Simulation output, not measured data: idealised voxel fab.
process module | voxel self aligned vias
cross-section cut | 175 nm wide | cells 5 nm
A cross-section is a grid of square cells, given in bands from the top down. A band is one or more rows of cells.
Each band's line starts with the height of the band's top and of its bottom, in nm. Then come its materials from left to right, each with its width in nm. One material with "throughout" fills the band from edge to edge. "air" is empty space.
Height 0 is the level under which the wafer as received is all one material. The lowest band goes on downwards, as in "0 down".
A width such as "30 to 40" changes by the same amount from each row of cells to the next, from the band's top row to its bottom row.
"no change" after a step means that no cell of the cross-section changed.
closed voids: empty space of 8 cells or more with no open way to the top, each as width x height at its distance from the left edge, in nm
after a step's settings: what the simulator itself notes on the step
overlay nm, on a step with a mask: how far to the right of its planned place the mask lay; to the left if negative
plan
1 op RECEIVE | material Si
2 op CONFORMAL_DEP | material SiO2 | thk nm 10
3 op CONFORMAL_DEP | material SiCN | thk nm 5
4 op DIRECTIONAL_DEP | material SiO2 | thk nm 20
5 op DIRECTIONAL_DEP | material aC | thk nm 10
6 op PATTERN | tone open | mask id LINES | material resist | width nm 20 | pitch nm 50 | thk nm 25 | overlay nm 0
7 op DIRECTIONAL_ETCH | etch materials aC | depth nm 10
8 op STRIP | etch materials resist
9 op DIRECTIONAL_ETCH | etch materials SiO2 | depth nm 20
10 op STRIP | etch materials aC
11 op CONFORMAL_DEP | material TiN | thk nm 5
12 op FILL_DEP | material W | thk nm 5
13 op CMP | height nm 35
14 op SELECTIVE_ETCH | etch materials W Ru TiN | depth nm 5
15 op FILL_DEP | material SiN | thk nm 10
16 op CMP | height nm 35
17 op DIRECTIONAL_DEP | material SiO2 | thk nm 15
18 op MASKED_ETCH | tone open | mask id VIAS | width nm 30 | pitch nm 100 | etch materials SiO2 | depth nm 15 | overlay nm 0
19 op MASKED_ETCH | tone open | mask id VIAS | width nm 30 | pitch nm 100 | etch materials SiN | depth nm 5 | overlay nm 0
20 op CONFORMAL_DEP | material TiN | thk nm 5
21 op FILL_DEP | material Ru | thk nm 5
22 op CMP | height nm 50
23 op CONFORMAL_DEP | material SiCN | thk nm 5
as received, after step 1
  0 down: Si throughout
  closed voids: none
a wafer at the end: this start, this plan, one mistake
  55 to 50: SiCN throughout
  50 to 35: SiO2 20 | TiN 5 | Ru 20 | TiN 5 | SiO2 70 | TiN 5 | Ru 20 | TiN 5 | SiO2 25
  35 to 30: SiO2 20 | TiN 30 | SiO2 20 | SiN 30 | SiO2 20 | TiN 30 | SiO2 25
  30 to 20: SiO2 20 | TiN 5 | W 20 | TiN 5 | SiO2 20 | TiN 5 | W 20 | TiN 5 | SiO2 20 | TiN 5 | W 20 | TiN 5 | SiO2 25
  20 to 15: SiO2 20 | TiN 30 | SiO2 20 | TiN 30 | SiO2 20 | TiN 30 | SiO2 25
  15 to 10: SiCN throughout
  10 to 0: SiO2 throughout
  0 down: Si throughout
  closed voids: none
what went wrong: step 6 ran as: op PATTERN | tone open | mask id LINES | material resist | width nm 30 | pitch nm 50 | thk nm 25 | overlay nm 0
